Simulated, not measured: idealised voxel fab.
You're looking at the process module voxel transistor to metal.
In the cross-section labelled cut, the width is 170 nm and each square cell is 5 nm.
Just so we're on the same page, the cross-sections are grids of square cells, and they're listed out in bands top to bottom, each band one or more rows deep.
Heights first: top, then bottom, in nm. Then materials, left to right, each with a width in nm. "all across" on a single material: fills the band edge to edge. "air": empty space.
Convention: height 0 is the level below which the wafer, as received, is all one material. The lowest band does not terminate at the bottom but continues downward, represented as "0..down".
Graded width ("30 to 40"): value in top row of band = first number; value in bottom row = second number; row-to-row change constant.
It should be understood that the words "no modification", when stated for a given step, signify that the cross-section underwent no change in any of its cells during that step.
If an empty space has no open way to the top and is at least 8 cells in size, "Closed internal voids" lists it, written width x height at distance, where distance is measured from the left edge and every value is in nm.
That trailing text on a step's line, after the settings, is the simulator's own remark on the step.
A step line may carry the setting "overlay nm", which, for steps involving a mask, states the distance by which the mask lay to the right of its intended position; negative values denote displacement to the left.
THESE ARE THE STEPS WE PLANNED FOR THE PROCESS
| 1 | RECEIVE: material Si |
| 2 | OXIDIZE: depth nm 5 |
| 3 | CONFORMAL_DEP: material SiN, thk nm 10 |
| 4 | MASKED_ETCH: tone cover, mask id ACTIVE, width nm 110, etch materials SiN, depth nm 10, overlay nm 0 |
| 5 | MASKED_ETCH: tone cover, mask id ACTIVE, width nm 110, etch materials SiO2, depth nm 5, overlay nm 0 |
| 6 | MASKED_ETCH: tone cover, mask id ACTIVE, width nm 110, etch materials Si, depth nm 20, overlay nm 0 |
| 7 | OXIDIZE: depth nm 5 |
| 8 | FILL_DEP: material SiO2, thk nm 15 |
| 9 | CMP: height nm 10 |
| 10 | SELECTIVE_ETCH: etch materials SiO2, depth nm 10 |
| 11 | STRIP: etch materials SiN |
| 12 | SELECTIVE_ETCH: etch materials SiO2, depth nm 5 |
| 13 | OXIDIZE: depth nm 5 |
| 14 | DIRECTIONAL_DEP: material polySi, thk nm 20 |
| 15 | DIRECTIONAL_DEP: material SiCN, thk nm 10 |
| 16 | DIRECTIONAL_DEP: material aC, thk nm 15 |
| 17 | PATTERN: tone cover, mask id GATE, material resist, width nm 30, thk nm 35, overlay nm 0 |
| 18 | DIRECTIONAL_ETCH: etch materials aC, depth nm 15 |
| 19 | STRIP: etch materials resist |
| 20 | DIRECTIONAL_ETCH: etch materials SiCN, depth nm 20 |
| 21 | DIRECTIONAL_ETCH: etch materials polySi, depth nm 30 |
| 22 | STRIP: etch materials aC |
| 23 | CONFORMAL_DEP: material SiO2, thk nm 5 |
| 24 | DIRECTIONAL_ETCH: etch materials SiO2, depth nm 5 |
| 25 | CONFORMAL_DEP: material SiN, thk nm 5 |
| 26 | DIRECTIONAL_ETCH: etch materials SiN, depth nm 5 |
| 27 | DIRECTIONAL_ETCH: etch materials SiO2, depth nm 5 |
| 28 | DIRECTIONAL_ETCH: etch materials Si, depth nm 10 |
| 29 | EPI: material SiGe, thk nm 15 |
| 30 | FILL_DEP: material SiO2, thk nm 10 |
| 31 | CMP: height nm 15 |
| 32 | STRIP: etch materials polySi |
| 33 | SELECTIVE_ETCH: etch materials SiO2, depth nm 5 |
| 34 | CONFORMAL_DEP: material HfO2, thk nm 5 |
| 35 | CONFORMAL_DEP: material TiN, thk nm 5 |
| 36 | FILL_DEP: material W, thk nm 5 |
| 37 | CMP: height nm 10 |
| 38 | DIRECTIONAL_DEP: material SiO2, thk nm 10 |
| 39 | MASKED_ETCH: tone open, mask id CONTACT, width nm 20, pitch nm 80, etch materials SiO2, depth nm 25, overlay nm 0 |
| 40 | CONFORMAL_DEP: material TiN, thk nm 5 |
| 41 | FILL_DEP: material W, thk nm 10 |
| 42 | CMP: height nm 20 |
| 43 | DIRECTIONAL_DEP: material TiN, thk nm 5 |
| 44 | DIRECTIONAL_DEP: material W, thk nm 20 |
| 45 | PATTERN: tone cover, mask id METAL_1, material resist, width nm 15, pitch nm 80, thk nm 20, overlay nm 0 |
| 46 | DIRECTIONAL_ETCH: etch materials W, depth nm 20 |
| 47 | DIRECTIONAL_ETCH: etch materials TiN, depth nm 5 |
| 48 | STRIP: etch materials resist |
| 49 | CONFORMAL_DEP: material SiN, thk nm 5 |
| 50 | FILL_DEP: material lowk, thk nm 10 |
| 51 | CMP: height nm 45 |
| 52 | CONFORMAL_DEP: material SiN, thk nm 5 |
Split variable: width nm, step 45. Plan value = first wafer. Wafers start alike.
CROSS-SECTION OF THE FIRST OF SEVERAL RECEIVED WAFERS, SHOWING ITS STATE AFTER STEP 1
  0..down | Si all across
  Closed internal voids: none
THE ROWS OF THE TABLE BELOW ARE WAFERS. LOOKING AT THE END OF THE MODULE, A ROW COUNTS, FOR EVERY MATERIAL, THE CELLS THE WAFER HAS GAINED, SHOWN AS (+), OR LOST, SHOWN AS (-), SINCE IT WAS RECEIVED; ITS CLOSED VOIDS COME NEXT
width nm 15, +14 HfO2, -144 Si, +44 SiGe, +84 SiN, +166 SiO2, +40 TiN, +40 W, +96 lowk, Closed internal voids: none
width nm 20, +14 HfO2, -144 Si, +44 SiGe, +82 SiN, +166 SiO2, +42 TiN, +48 W, +88 lowk, Closed internal voids: none
width nm 25, +14 HfO2, -144 Si, +44 SiGe, +80 SiN, +166 SiO2, +44 TiN, +56 W, +80 lowk, Closed internal voids: none
width nm 30, +14 HfO2, -144 Si, +44 SiGe, +78 SiN, +166 SiO2, +46 TiN, +64 W, +72 lowk, Closed internal voids: none
width nm 35, +14 HfO2, -144 Si, +44 SiGe, +76 SiN, +166 SiO2, +48 TiN, +72 W, +64 lowk, Closed internal voids: none
